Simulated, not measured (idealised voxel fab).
This is a process module. Its name is voxel quadruple lines.
FYI the section here is cut, 260 nm wide, cells are 5 nm squares.
Cross-section format: a grid of square cells, given as bands from top to bottom; each band is one or more rows of cells. Read a band's entry like this: the first values are the height of its top and the height of its bottom in nm, and what follows is the sequence of materials from left to right, each with its width in nm. Note that "empty" is empty space, and that a single material marked "all across" reaches across the band from edge to edge. Counting heights begins at 0, where everything beneath is, in the wafer as received, one material. The lowest band has no bottom; it goes on downwards, as "0 and below" shows. The notation "30->40" denotes a width that varies across the rows of cells in the band, beginning at the first number in the top row, finishing at the second number in the bottom row, and changing by an identical amount from each row to the next. Step note "all unchanged" = no cross-section cell changed. "Cavities, sealed" lists enclosed empty spaces (at least 8 cells, no open path upward to the top), each as width x height at distance from the left edge, in nm. It should be noted that, on the line of a given step, the content following the step's settings is a remark produced by the simulator itself with respect to that step. overlay nm: step with mask; distance mask lay right of planned place; negative value = left of planned place.
The process steps that were planned are listed below:
- 1: op RECEIVE | material Si
- 2: op CONFORMAL_DEP | material Al2O3 | thk nm 5
- 3: op DIRECTIONAL_DEP | material W | thk nm 15
- 4: op DIRECTIONAL_DEP | material polySi | thk nm 20
- 5: op DIRECTIONAL_DEP | material aC | thk nm 20
- 6: op PATTERN | tone cover | mask id MANDREL | material resist | width nm 20 | thk nm 30 | overlay nm 0
- 7: op DIRECTIONAL_ETCH | etch materials aC | depth nm 20
- 8: op STRIP | etch materials resist
- 9: op CONFORMAL_DEP | material SiO2 | thk nm 10
- 10: op DIRECTIONAL_ETCH | etch materials SiO2 | depth nm 10
- 11: op STRIP | etch materials aC
- 12: op DIRECTIONAL_ETCH | etch materials polySi | depth nm 20
- 13: op STRIP | etch materials SiO2
- 14: op CONFORMAL_DEP | material SiCN | thk nm 5
- 15: op DIRECTIONAL_ETCH | etch materials SiCN | depth nm 5
- 16: op STRIP | etch materials polySi
- 17: op DIRECTIONAL_ETCH | etch materials W | depth nm 15
- 18: op STRIP | etch materials SiCN
Received-state cross-section, reflecting completion of step 1:
- 0 and below | Si all across
- Cavities, sealed: none
The cross-section shown corresponds to the wafer at the conclusion of the module. The initial structure and the process plan are those presented above; however, one mistake occurred in executing the plan:
- 60 down to 40 | Al2O3 all across
- 40 down to 20 | polySi all across
- 20 down to 5 | W all across
- 5 down to 0 | Al2O3 all across
- 0 and below | Si all across
- Cavities, sealed: none
Short version of what went wrong: step 5, actual vs plan mismatch, actual run op DIRECTIONAL_DEP | material Al2O3 | thk nm 20
